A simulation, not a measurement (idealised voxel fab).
This section sets out a process module, namely voxel air gaps.
cross-section cut | 170 nm wide | cells 5 nm
Cross-sections here: square-cell grids, written as top-down lists of bands, a band being one or more rows of cells. Top, bottom (nm), then materials left to right with widths (nm); lone material tagged "throughout" fills the whole band edge to edge; "blank" = empty space. Ref level 0: as-received wafer is one material below here. Bottom band extends down with no lower bound ("top 0, no bottom"). A width such as "30 to 40" changes by the same amount from each row of cells to the next, from the band's top row to its bottom row. What does "no modifications" mean for a step? It means no cell of the cross-section changed in that step. In the "Enclosed void listing" entry, you get each enclosed empty space of 8 cells or more, one with no open way to the top, written width x height at distance, distance from the left edge, in nm. It should be noted that, on the line of a given step, the content following the step's settings is a remark produced by the simulator itself with respect to that step. The setting "overlay nm" may be written on the line of a step. When the step uses a mask, the value reports how far to the right of the planned place the mask lay, and a negative value reports that it lay to the left.

## Planned step list for the process
1: RECEIVE,material Si
2: CONFORMAL_DEP,material SiO2,thk nm 10
3: CONFORMAL_DEP,material SiN,thk nm 5
4: DIRECTIONAL_DEP,material lowk,thk nm 40
5: DIRECTIONAL_DEP,material aC,thk nm 10
6: PATTERN,tone open,mask id LINES,material resist,width nm 20,pitch nm 45,thk nm 25,overlay nm 0
7: DIRECTIONAL_ETCH,etch materials aC,depth nm 10
8: STRIP,etch materials resist
9: DIRECTIONAL_ETCH,etch materials lowk,depth nm 40
10: STRIP,etch materials aC
11: CONFORMAL_DEP,material TiN,thk nm 5
12: FILL_DEP,material Ru,thk nm 10
13: CMP,height nm 55
14: EPI,material Ru,thk nm 10
15: SELECTIVE_ETCH,etch materials lowk,depth nm 50
16: CONFORMAL_DEP,material SiCN,thk nm 5

## Step 1 complete: cross-section of the wafer as received
    top 0, no bottom = Si throughout
    Enclosed void listing: none

## The cross-section shown corresponds to the wafer at the conclusion of the module. The initial structure and the process plan are those presented above; however, one mistake occurred in executing the plan
    top 80, bottom 75 = blank (5); SiCN (160); blank (5)
    top 75, bottom 55 = blank (5); SiCN (5); Ru (150); SiCN (5); blank (5)
    top 55, bottom 50 = blank (5); SiCN (25); TiN (5); Ru (10); TiN (5); lowk (25); TiN (5); Ru (10); TiN (5); lowk (25); TiN (5); Ru (10); TiN (5); SiCN (25); blank (5)
    top 50, bottom 20 = blank (25); SiCN (5); TiN (5); Ru (10); TiN (5); lowk (25); TiN (5); Ru (10); TiN (5); lowk (25); TiN (5); Ru (10); TiN (5); SiCN (5); blank (25)
    top 20, bottom 15 = SiCN (30); TiN (20); lowk (25); TiN (20); lowk (25); TiN (20); SiCN (30)
    top 15, bottom 10 = SiN throughout
    top 10, bottom 0 = SiO2 throughout
    top 0, no bottom = Si throughout
    Enclosed void listing: none
What went wrong in running the wafer? the plan had its step 14 run twice
